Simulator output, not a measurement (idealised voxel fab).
process module | voxel lift off
cross-section cut | 195 nm wide | cells 5 nm
A cross-section is a grid of square cells, given in bands from the top down. A band is one or more rows of cells.
Each band's line starts with the height of the band's top and of its bottom, in nm. Then come its materials from left to right, each with its width in nm. One material with "throughout" fills the band from edge to edge. "air" is empty space.
Height 0 is the level under which the wafer as received is all one material. The lowest band goes on downwards, as in "0 down".
A width such as "30 to 40" changes by the same amount from each row of cells to the next, from the band's top row to its bottom row.
"no change" after a step means that no cell of the cross-section changed.
closed voids: empty space of 8 cells or more with no open way to the top, each as width x height at its distance from the left edge, in nm
after a step's settings: what the simulator itself notes on the step
overlay nm, on a step with a mask: how far to the right of its planned place the mask lay; to the left if negative
plan
1 op RECEIVE | material Si
2 op CONFORMAL_DEP | material SiN | thk nm 5
3 op PATTERN | tone open | mask id LINES | material resist | width nm 30 | pitch nm 50 | thk nm 15 | overlay nm 0
4 op DIRECTIONAL_DEP | material Ru | thk nm 5
5 op STRIP | etch materials resist
6 op CONFORMAL_DEP | material SiO2 | thk nm 10
as received, after step 1
  0 down: Si throughout
  closed voids: none
first wafer at the end, as planned
  20 to 15: air 20 | SiO2 150 | air 25
  15 to 10: SiO2 throughout
  10 to 5: SiO2 30 | Ru 30 | SiO2 20 | Ru 30 | SiO2 20 | Ru 30 | SiO2 35
  5 to 0: SiN throughout
  0 down: Si throughout
  closed voids: none
second wafer at the end: like start, like plan, one mistake
  10 to 5: air 30 | Ru 30 | air 20 | Ru 30 | air 20 | Ru 30 | air 35
  5 to 0: SiN throughout
  0 down: Si throughout
  closed voids: none
what went wrong: step 6 was left out
at the end the second wafer has, in cells: 90 fewer of SiO2
